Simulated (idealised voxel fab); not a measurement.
Process module under the name voxel capacitor over wiring
Square cell edge 5 nm, section width 220 nm, ID cut.
Each cross-section below is a grid of square cells, stated as bands in top-down order, with one or more rows of cells making up each band.
A band entry consists of two parts. The first gives the height of the band's top and the height of its bottom, in nm. The rest lists the band's materials from left to right, each with its width in nm. A single material labelled with the word "all across" fills the band from edge to edge, and the word "empty" marks empty space.
It should be noted that heights are counted from 0, beneath which the wafer as supplied is of one material throughout, and that the lowest band possesses no lower boundary but continues downward, as written in "0 down".
Note: "30->40" means the width goes from the first number (top row of the band) to the second number (bottom row) in equal steps per row of cells.
"same as before" means the step left every cell of the cross-section as it was.
Heads up: "Closed internal voids" only lists the empty pockets with no open path to the top that are 8 cells or more, and it writes them as width x height at distance, distance from the left edge, in nm.
Step line, after settings: the simulator's comment on this step.
The setting "overlay nm" may be written on the line of a step. When the step uses a mask, the value reports how far to the right of the planned place the mask lay, and a negative value reports that it lay to the left.

The planned process steps are enumerated hereunder:
1: RECEIVE [material Si]
2: CONFORMAL_DEP [material SiO2] [thk nm 15]
3: CONFORMAL_DEP [material SiN] [thk nm 5]
4: DIRECTIONAL_DEP [material SiO2] [thk nm 25]
5: MASKED_ETCH [tone open] [mask id METAL_1] [width nm 20] [pitch nm 80] [etch materials SiO2] [depth nm 25] [overlay nm 0]
6: MASKED_ETCH [tone open] [mask id METAL_1] [width nm 20] [pitch nm 80] [etch materials SiN] [depth nm 5] [overlay nm 0]
7: CONFORMAL_DEP [material TiN] [thk nm 5]
8: FILL_DEP [material Ru] [thk nm 10]
9: CMP [height nm 45]
10: EPI [material Ru] [thk nm 5]
11: FILL_DEP [material SiCN] [thk nm 5]
12: DIRECTIONAL_DEP [material lowk] [thk nm 10]
13: MASKED_ETCH [tone open] [mask id PLUG_1] [width nm 15] [etch materials lowk] [depth nm 10] [overlay nm 0]
14: MASKED_ETCH [tone open] [mask id PLUG_1] [width nm 15] [etch materials SiCN] [depth nm 5] [overlay nm 0]
15: EPI [material Ru] [thk nm 10]
16: EPI [material Ru] [thk nm 5]
17: DIRECTIONAL_DEP [material TiN] [thk nm 10]
18: DIRECTIONAL_DEP [material Al2O3] [thk nm 5]
19: DIRECTIONAL_DEP [material TiN] [thk nm 5]
20: PATTERN [tone cover] [mask id UPPER_PLATE] [material resist] [width nm 65] [thk nm 20] [overlay nm 0]
21: DIRECTIONAL_ETCH [etch materials TiN] [depth nm 10]
22: DIRECTIONAL_ETCH [etch materials Al2O3] [depth nm 5]
23: STRIP [etch materials resist]
24: DIRECTIONAL_DEP [material aC] [thk nm 15]
25: PATTERN [tone cover] [mask id LOWER_PLATE] [material resist] [width nm 75] [thk nm 30] [overlay nm 0]
26: DIRECTIONAL_ETCH [etch materials aC] [depth nm 15]
27: STRIP [etch materials resist]
28: DIRECTIONAL_ETCH [etch materials TiN] [depth nm 10]
29: STRIP [etch materials aC]
30: FILL_DEP [material SiO2] [thk nm 15]
31: CMP [height nm 100]
32: DIRECTIONAL_DEP [material aC] [thk nm 15]
33: PATTERN [tone open] [mask id PLUG_2] [material resist] [width nm 15] [thk nm 35] [overlay nm 0]
34: DIRECTIONAL_ETCH [etch materials aC] [depth nm 15]
35: STRIP [etch materials resist]
36: DIRECTIONAL_ETCH [etch materials SiO2] [depth nm 10]
37: STRIP [etch materials aC]
38: CONFORMAL_DEP [material TiN] [thk nm 5]
39: FILL_DEP [material Ru] [thk nm 5]
40: CMP [height nm 100]
41: CONFORMAL_DEP [material SiN] [thk nm 5]
All wafers enter the flow in the same state. The thk nm at step 19 differs from wafer to wafer, and the plan gives the value for the first wafer.

The first of several wafers, as received after step 1, seen in section:
- 0 down = Si all across
- Closed internal voids: none

Quick look at the cross-section of the first of several wafers after step 41, which wraps up the module:
- 105 to 100 = SiN all across
- 100 to 95 = SiO2: 75 / TiN: 5 / Ru: 5 / TiN: 5 / SiO2: 130
- 95 to 90 = SiO2: 75 / TiN: 15 / SiO2: 130
- 90 to 85 = SiO2 all across
- 85 to 80 = SiO2: 65 / TiN: 65 / SiO2: 90
- 80 to 75 = SiO2: 65 / Al2O3: 65 / SiO2: 90
- 75 to 65 = SiO2: 60 / TiN: 75 / SiO2: 85
- 65 to 55 = lowk: 65 / Ru: 15 / lowk: 140
- 55 to 50 = SiCN: 65 / Ru: 15 / SiCN: 140
- 50 to 45 = SiCN: 55 / Ru: 30 / SiCN: 50 / Ru: 30 / SiCN: 55
- 45 to 20 = SiO2: 60 / TiN: 5 / Ru: 10 / TiN: 5 / SiO2: 60 / TiN: 5 / Ru: 10 / TiN: 5 / SiO2: 60
- 20 to 15 = SiN: 60 / TiN: 20 / SiN: 60 / TiN: 20 / SiN: 60
- 15 to 0 = SiO2 all across
- 0 down = Si all across
- Closed internal voids: none

Module end, final wafer: cross-section:
- 105 to 100 = SiN all across
- 100 to 95 = SiO2: 65 / TiN: 65 / SiO2: 90
- 95 to 85 = SiO2: 60 / TiN: 75 / SiO2: 85
- 85 to 80 = TiN all across
- 80 to 75 = Al2O3 all across
- 75 to 65 = TiN all across
- 65 to 55 = lowk: 65 / Ru: 15 / lowk: 140
- 55 to 50 = SiCN: 65 / Ru: 15 / SiCN: 140
- 50 to 45 = SiCN: 55 / Ru: 30 / SiCN: 50 / Ru: 30 / SiCN: 55
- 45 to 20 = SiO2: 60 / TiN: 5 / Ru: 10 / TiN: 5 / SiO2: 60 / TiN: 5 / Ru: 10 / TiN: 5 / SiO2: 60
- 20 to 15 = SiN: 60 / TiN: 20 / SiN: 60 / TiN: 20 / SiN: 60
- 15 to 0 = SiO2 all across
- 0 down = Si all across
- Closed internal voids: none

Gained (+) or lost (-) cells of each material since receipt, then closed voids: one row per wafer, at the end of the module:
thk nm 5; +13 Al2O3; +42 Ru; +73 SiCN; +80 SiN; +558 SiO2; +76 TiN; +82 lowk; Closed internal voids: none
thk nm 10; +13 Al2O3; +42 Ru; +73 SiCN; +80 SiN; +545 SiO2; +89 TiN; +82 lowk; Closed internal voids: none
thk nm 15; +44 Al2O3; +41 Ru; +73 SiCN; +80 SiN; +444 SiO2; +160 TiN; +82 lowk; Closed internal voids: none
thk nm 20; +44 Al2O3; +41 Ru; +73 SiCN; +80 SiN; +432 SiO2; +172 TiN; +82 lowk; Closed internal voids: none
thk nm 25; +44 Al2O3; +41 Ru; +73 SiCN; +80 SiN; +401 SiO2; +203 TiN; +82 lowk; Closed internal voids: none
